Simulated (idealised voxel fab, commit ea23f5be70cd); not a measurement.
process module | voxel double patterning
Each square cell in cross-section cut measures 5 nm, and the section as a whole is 235 nm wide.
Heads up, the way a cross-section reads in here is a grid of square cells, handed over as bands from the top down, with every band being one or more rows of cells. For a band, the entry starts with two heights in nm, that of the top and then that of the bottom, and carries on with the band's materials in order from left to right, each alongside its width in nm; the word "full width" beside a single material means it fills the band edge to edge, and "empty" means empty space. Counting heights begins at 0, where everything beneath is, in the wafer as received, one material. The lowest band has no bottom; it goes on downwards, as "z 0 and below" shows. Width spec "30..40" -> top row of cells at first value, bottom row at second value, equal per-row change in between. It should be understood that the words "remained the same", when stated for a given step, signify that the cross-section underwent no change in any of its cells during that step. Under "Closed empty spaces" you'll find the enclosed gaps, the ones with no way out to the top, that are 8 cells or bigger; each reads width x height at distance, with distance counted from the left edge, everything in nm. Post-settings text on a step line: simulator's own remark regarding the step. On any step carrying a mask, the "overlay nm" setting, if present on the step's line, tells how far right of its planned place the mask lay; negative values point to the left.

INTENDED PROCESS STEPS
1 RECEIVE: material Si
2 CONFORMAL_DEP: material SiO2, thk nm 10
3 DIRECTIONAL_DEP: material W, thk nm 15
4 DIRECTIONAL_DEP: material SiN, thk nm 10
5 MASKED_ETCH: tone open, mask id FIRST, width nm 15, pitch nm 50, etch materials SiN, depth nm 10, overlay nm 0
6 DIRECTIONAL_DEP: material aC, thk nm 15
7 PATTERN: tone open, mask id SECOND, material resist, width nm 15, pitch nm 50, thk nm 35, overlay nm 0
8 DIRECTIONAL_ETCH: etch materials aC, depth nm 15
9 STRIP: etch materials resist
10 DIRECTIONAL_ETCH: etch materials SiN, depth nm 10
11 STRIP: etch materials aC
12 DIRECTIONAL_ETCH: etch materials W, depth nm 15
13 STRIP: etch materials SiN

INCOMING WAFER IN CROSS-SECTION (STATE: AFTER STEP 1)
z 0 and below  Si full width
Closed empty spaces: none

ONE MISTAKE IN RUNNING THE MODULE, OTHERWISE START AND PLAN AS ABOVE: CROSS-SECTION AT THE END
z 30 to 15  60 W; 15 empty; 10 W; 15 empty; 10 W; 15 empty; 10 W; 15 empty; 10 W; 15 empty; 60 W
z 15 to 10  W full width
z 10 to 0  SiO2 full width
z 0 and below  Si full width
Closed empty spaces: none
What broke from the plan during processing? in deviation from the planned setting, step 3 was conducted as DIRECTIONAL_DEP: material W, thk nm 20
